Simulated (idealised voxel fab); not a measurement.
The following process module bears the name voxel self aligned vias.
The cross-section shown here is cut; it is 185 nm wide and divided into square cells measuring 5 nm on a side.
When this document writes out a cross-section, it uses a grid of square cells and lists it as bands, beginning at the top and moving down, with a band standing for one or more rows of cells.
Quick guide to a band line: top height, bottom height (nm) up front; then every material left to right with its width in nm. Only one material and it's marked "throughout"? Then it fills the band edge to edge. And "empty" just means empty space.
Height datum 0, below which the as-received substrate wafer is one material. Lowest band open at the bottom, running downward: "top 0, no bottom".
The two numbers in a width such as "30..40" mark its ends across the band: the first belongs to the top row of cells, the second to the bottom row, and from each row to the next the width moves by the same amount.
Basically "remained unchanged" means that step didn't change any cell in the cross-section.
In the "Cavities, sealed" entry, you get each enclosed empty space of 8 cells or more, one with no open way to the top, written width x height at distance, distance from the left edge, in nm.
It should be noted that, on the line of a given step, the content following the step's settings is a remark produced by the simulator itself with respect to that step.
"overlay nm" on a masked step: distance the mask lay right of its planned place, negative for left.

Below is the list of planned process steps:
1: RECEIVE: material Si
2: CONFORMAL_DEP: material SiO2, thk nm 15
3: CONFORMAL_DEP: material SiCN, thk nm 5
4: DIRECTIONAL_DEP: material lowk, thk nm 30
5: PATTERN: tone open, mask id LINES, material resist, width nm 20, pitch nm 60, thk nm 15, overlay nm 0
6: DIRECTIONAL_ETCH: etch materials lowk, depth nm 30
7: STRIP: etch materials resist
8: CONFORMAL_DEP: material TiN, thk nm 5
9: FILL_DEP: material Ru, thk nm 10
10: CMP: height nm 50
11: SELECTIVE_ETCH: etch materials W Ru TiN, depth nm 10
12: FILL_DEP: material SiN, thk nm 10
13: CMP: height nm 50
14: DIRECTIONAL_DEP: material lowk, thk nm 15
15: PATTERN: tone open, mask id VIAS, material resist, width nm 30, pitch nm 60, thk nm 20, overlay nm 0
16: DIRECTIONAL_ETCH: etch materials lowk, depth nm 15
17: DIRECTIONAL_ETCH: etch materials SiN, depth nm 10
18: STRIP: etch materials resist
19: CONFORMAL_DEP: material TiN, thk nm 5
20: FILL_DEP: material Ru, thk nm 5
21: CMP: height nm 65
22: CONFORMAL_DEP: material SiN, thk nm 5

First wafer out of two, processed as planned:

Wafer cross-section on receipt, i.e. after step 1:
- top 0, no bottom = Si throughout
- Cavities, sealed: none

Cross-section: wafer state after step 2:
- top 15, bottom 0 = SiO2 throughout
- below 0: unchanged

Cross-section: wafer state after step 3:
- top 20, bottom 15 = SiCN throughout
- below 15: unchanged

Cross-section: wafer state after step 4:
- top 50, bottom 20 = lowk throughout
- below 20: unchanged

Cross-section: wafer state after step 5:
- top 65, bottom 50 = resist=20  empty=20  resist=40  empty=20  resist=40  empty=20  resist=25
- below 50: unchanged

Cross-section: wafer state after step 6:
- top 65, bottom 50 = resist=20  empty=20  resist=40  empty=20  resist=40  empty=20  resist=25
- top 50, bottom 20 = lowk=20  empty=20  lowk=40  empty=20  lowk=40  empty=20  lowk=25
- below 20: unchanged

Cross-section: wafer state after step 7:
- top 50, bottom 20 = lowk=20  empty=20  lowk=40  empty=20  lowk=40  empty=20  lowk=25
- below 20: unchanged

Cross-section: wafer state after step 8:
- top 55, bottom 50 = TiN=25  empty=10  TiN=50  empty=10  TiN=50  empty=10  TiN=30
- top 50, bottom 25 = lowk=20  TiN=5  empty=10  TiN=5  lowk=40  TiN=5  empty=10  TiN=5  lowk=40  TiN=5  empty=10  TiN=5  lowk=25
- top 25, bottom 20 = lowk=20  TiN=20  lowk=40  TiN=20  lowk=40  TiN=20  lowk=25
- below 20: unchanged

Cross-section: wafer state after step 9:
- top 65, bottom 55 = Ru throughout
- top 55, bottom 50 = TiN=25  Ru=10  TiN=50  Ru=10  TiN=50  Ru=10  TiN=30
- top 50, bottom 25 = lowk=20  TiN=5  Ru=10  TiN=5  lowk=40  TiN=5  Ru=10  TiN=5  lowk=40  TiN=5  Ru=10  TiN=5  lowk=25
- below 25: unchanged

Cross-section: wafer state after step 10:
- top 50, bottom 25 = lowk=20  TiN=5  Ru=10  TiN=5  lowk=40  TiN=5  Ru=10  TiN=5  lowk=40  TiN=5  Ru=10  TiN=5  lowk=25
- below 25: unchanged

Cross-section: wafer state after step 11:
- top 50, bottom 40 = lowk=20  empty=20  lowk=40  empty=20  lowk=40  empty=20  lowk=25
- below 40: unchanged

Cross-section: wafer state after step 12:
- top 60, bottom 50 = SiN throughout
- top 50, bottom 40 = lowk=20  SiN=20  lowk=40  SiN=20  lowk=40  SiN=20  lowk=25
- below 40: unchanged

Cross-section: wafer state after step 13:
- top 50, bottom 40 = lowk=20  SiN=20  lowk=40  SiN=20  lowk=40  SiN=20  lowk=25
- below 40: unchanged

Cross-section: wafer state after step 14:
- top 65, bottom 50 = lowk throughout
- below 50: unchanged

Cross-section: wafer state after step 15:
- top 85, bottom 65 = resist=15  empty=30  resist=30  empty=30  resist=30  empty=30  resist=20
- below 65: unchanged

Cross-section: wafer state after step 16:
- top 85, bottom 65 = resist=15  empty=30  resist=30  empty=30  resist=30  empty=30  resist=20
- top 65, bottom 50 = lowk=15  empty=30  lowk=30  empty=30  lowk=30  empty=30  lowk=20
- below 50: unchanged

Cross-section: wafer state after step 17:
- top 85, bottom 65 = resist=15  empty=30  resist=30  empty=30  resist=30  empty=30  resist=20
- top 65, bottom 50 = lowk=15  empty=30  lowk=30  empty=30  lowk=30  empty=30  lowk=20
- top 50, bottom 40 = lowk=20  empty=20  lowk=40  empty=20  lowk=40  empty=20  lowk=25
- below 40: unchanged

Cross-section: wafer state after step 18:
- top 65, bottom 50 = lowk=15  empty=30  lowk=30  empty=30  lowk=30  empty=30  lowk=20
- below 50: unchanged

Cross-section: wafer state after step 19:
- top 70, bottom 65 = TiN=20  empty=20  TiN=40  empty=20  TiN=40  empty=20  TiN=25
- top 65, bottom 55 = lowk=15  TiN=5  empty=20  TiN=5  lowk=30  TiN=5  empty=20  TiN=5  lowk=30  TiN=5  empty=20  TiN=5  lowk=20
- top 55, bottom 45 = lowk=15..20  TiN=10..5  empty=10  TiN=10..5  lowk=30..40  TiN=10..5  empty=10  TiN=10..5  lowk=30..40  TiN=10..5  empty=10  TiN=10..5  lowk=20..25
- top 45, bottom 40 = lowk=20  TiN=20  lowk=40  TiN=20  lowk=40  TiN=20  lowk=25
- below 40: unchanged

Cross-section: wafer state after step 20:
- top 75, bottom 70 = Ru throughout
- top 70, bottom 65 = TiN=20  Ru=20  TiN=40  Ru=20  TiN=40  Ru=20  TiN=25
- top 65, bottom 55 = lowk=15  TiN=5  Ru=20  TiN=5  lowk=30  TiN=5  Ru=20  TiN=5  lowk=30  TiN=5  Ru=20  TiN=5  lowk=20
- top 55, bottom 45 = lowk=15..20  TiN=10..5  Ru=10  TiN=10..5  lowk=30..40  TiN=10..5  Ru=10  TiN=10..5  lowk=30..40  TiN=10..5  Ru=10  TiN=10..5  lowk=20..25
- below 45: unchanged

Cross-section: wafer state after step 21:
- top 65, bottom 55 = lowk=15  TiN=5  Ru=20  TiN=5  lowk=30  TiN=5  Ru=20  TiN=5  lowk=30  TiN=5  Ru=20  TiN=5  lowk=20
- below 55: unchanged

Cross-section: wafer state after step 22:
- top 70, bottom 65 = SiN throughout
- below 65: unchanged

Second wafer: same start and same plan as the first, one execution error; identical to the first through step 7:

Second wafer, cut view, end of step 8 per plan:
- top 55, bottom 25 = lowk=25  empty=10  lowk=50  empty=10  lowk=50  empty=10  lowk=30
- top 25, bottom 20 = lowk throughout
- below 20: unchanged

Second wafer, cut view, end of step 9 per plan:
- top 65, bottom 55 = Ru throughout
- top 55, bottom 25 = lowk=25  Ru=10  lowk=50  Ru=10  lowk=50  Ru=10  lowk=30
- below 25: unchanged

Second wafer, cut view, end of step 10 per plan:
- top 50, bottom 25 = lowk=25  Ru=10  lowk=50  Ru=10  lowk=50  Ru=10  lowk=30
- below 25: unchanged

Second wafer, cut view, end of step 11 per plan:
- top 50, bottom 40 = lowk=25  empty=10  lowk=50  empty=10  lowk=50  empty=10  lowk=30
- below 40: unchanged

Second wafer, cut view, end of step 12 per plan:
- top 60, bottom 50 = SiN throughout
- top 50, bottom 40 = lowk=25  SiN=10  lowk=50  SiN=10  lowk=50  SiN=10  lowk=30
- below 40: unchanged

Second wafer, cut view, end of step 13 per plan:
- top 50, bottom 40 = lowk=25  SiN=10  lowk=50  SiN=10  lowk=50  SiN=10  lowk=30
- below 40: unchanged

Second wafer, cut view, end of step 14 per plan:
- top 65, bottom 50 = lowk throughout
- below 50: unchanged

Second wafer, cut view, end of step 15 per plan:
- top 85, bottom 65 = resist=15  empty=30  resist=30  empty=30  resist=30  empty=30  resist=20
- below 65: unchanged

Second wafer, cut view, end of step 16 per plan:
- top 85, bottom 65 = resist=15  empty=30  resist=30  empty=30  resist=30  empty=30  resist=20
- top 65, bottom 50 = lowk=15  empty=30  lowk=30  empty=30  lowk=30  empty=30  lowk=20
- below 50: unchanged

Second wafer, cut view, end of step 17 per plan:
- top 85, bottom 65 = resist=15  empty=30  resist=30  empty=30  resist=30  empty=30  resist=20
- top 65, bottom 50 = lowk=15  empty=30  lowk=30  empty=30  lowk=30  empty=30  lowk=20
- top 50, bottom 40 = lowk=25  empty=10  lowk=50  empty=10  lowk=50  empty=10  lowk=30
- below 40: unchanged

Second wafer, cut view, end of step 18 per plan:
- top 65, bottom 50 = lowk=15  empty=30  lowk=30  empty=30  lowk=30  empty=30  lowk=20
- below 50: unchanged

Second wafer, cut view, end of step 19 per plan:
- top 70, bottom 65 = TiN=20  empty=20  TiN=40  empty=20  TiN=40  empty=20  TiN=25
- top 65, bottom 55 = lowk=15  TiN=5  empty=20  TiN=5  lowk=30  TiN=5  empty=20  TiN=5  lowk=30  TiN=5  empty=20  TiN=5  lowk=20
- top 55, bottom 50 = lowk=15  TiN=30  lowk=30  TiN=30  lowk=30  TiN=30  lowk=20
- top 50, bottom 40 = lowk=25  TiN=10  lowk=50  TiN=10  lowk=50  TiN=10  lowk=30
- below 40: unchanged

Second wafer, cut view, end of step 20 per plan:
- top 75, bottom 70 = Ru throughout
- top 70, bottom 65 = TiN=20  Ru=20  TiN=40  Ru=20  TiN=40  Ru=20  TiN=25
- top 65, bottom 55 = lowk=15  TiN=5  Ru=20  TiN=5  lowk=30  TiN=5  Ru=20  TiN=5  lowk=30  TiN=5  Ru=20  TiN=5  lowk=20
- below 55: unchanged

Second wafer, cut view, end of step 21 per plan:
- top 65, bottom 55 = lowk=15  TiN=5  Ru=20  TiN=5  lowk=30  TiN=5  Ru=20  TiN=5  lowk=30  TiN=5  Ru=20  TiN=5  lowk=20
- below 55: unchanged

Second wafer, cut view, end of step 22 per plan:
- top 70, bottom 65 = SiN throughout
- below 65: unchanged
what went wrong: planned and actual differ for step 8; actual: CONFORMAL_DEP: material lowk, thk nm 5
Final wafer comparison in cells, second versus first, more or fewer per material: 12 fewer of Ru, 30 fewer of TiN, 42 more of lowk
